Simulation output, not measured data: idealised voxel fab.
process module | voxel self aligned vias
cross-section cut | 275 nm wide | cells 5 nm
A cross-section is a grid of square cells, given in bands from the top down. A band is one or more rows of cells.
Each band's line starts with the height of the band's top and of its bottom, in nm. Then come its materials from left to right, each with its width in nm. One material with "throughout" fills the band from edge to edge. "air" is empty space.
Height 0 is the level under which the wafer as received is all one material. The lowest band goes on downwards, as in "0 down".
A width such as "30 to 40" changes by the same amount from each row of cells to the next, from the band's top row to its bottom row.
"no change" after a step means that no cell of the cross-section changed.
closed voids: empty space of 8 cells or more with no open way to the top, each as width x height at its distance from the left edge, in nm
after a step's settings: what the simulator itself notes on the step
overlay nm, on a step with a mask: how far to the right of its planned place the mask lay; to the left if negative
plan
1 op RECEIVE | material Si
2 op CONFORMAL_DEP | material SiO2 | thk nm 10
3 op CONFORMAL_DEP | material SiCN | thk nm 5
4 op DIRECTIONAL_DEP | material SiO2 | thk nm 20
5 op MASKED_ETCH | tone open | mask id LINES | width nm 20 | pitch nm 50 | etch materials SiO2 | depth nm 20 | overlay nm 0
6 op CONFORMAL_DEP | material TiN | thk nm 5
7 op FILL_DEP | material W | thk nm 10
8 op CMP | height nm 35
9 op SELECTIVE_ETCH | etch materials W Ru TiN | depth nm 10
10 op FILL_DEP | material SiN | thk nm 10
11 op CMP | height nm 35
12 op DIRECTIONAL_DEP | material SiO2 | thk nm 15
13 op PATTERN | tone open | mask id VIAS | material resist | width nm 30 | thk nm 15 | overlay nm 0
14 op DIRECTIONAL_ETCH | etch materials SiO2 | depth nm 15
15 op DIRECTIONAL_ETCH | etch materials SiN | depth nm 10
16 op STRIP | etch materials resist
17 op CONFORMAL_DEP | material TiN | thk nm 5
18 op FILL_DEP | material Ru | thk nm 5
19 op CMP | height nm 50
20 op CONFORMAL_DEP | material SiN | thk nm 5
as received, after step 1
  0 down: Si throughout
  closed voids: none
a wafer at the end: this start, this plan, one mistake
  55 to 50: SiN throughout
  50 to 40: SiO2 100 | TiN 5 | Ru 15 | TiN 5 | SiO2 150
  40 to 35: SiO2 100 | TiN 5 | Ru 10 | TiN 10 | SiO2 150
  35 to 30: SiO2 100 | TiN 5 | Ru 10 | TiN 5 | SiO2 30 | SiN 20 | SiO2 105
  30 to 25: SiO2 100 | TiN 20 | SiO2 30 | SiN 20 | SiO2 105
  25 to 20: SiO2 100 | TiN 5 | W 10 | TiN 5 | SiO2 30 | TiN 5 | W 10 | TiN 5 | SiO2 105
  20 to 15: SiO2 100 | TiN 20 | SiO2 30 | TiN 20 | SiO2 105
  15 to 10: SiCN throughout
  10 to 0: SiO2 throughout
  0 down: Si throughout
  closed voids: none
what went wrong: step 13 ran as: op PATTERN | tone open | mask id VIAS | material resist | width nm 25 | thk nm 15 | overlay nm 0
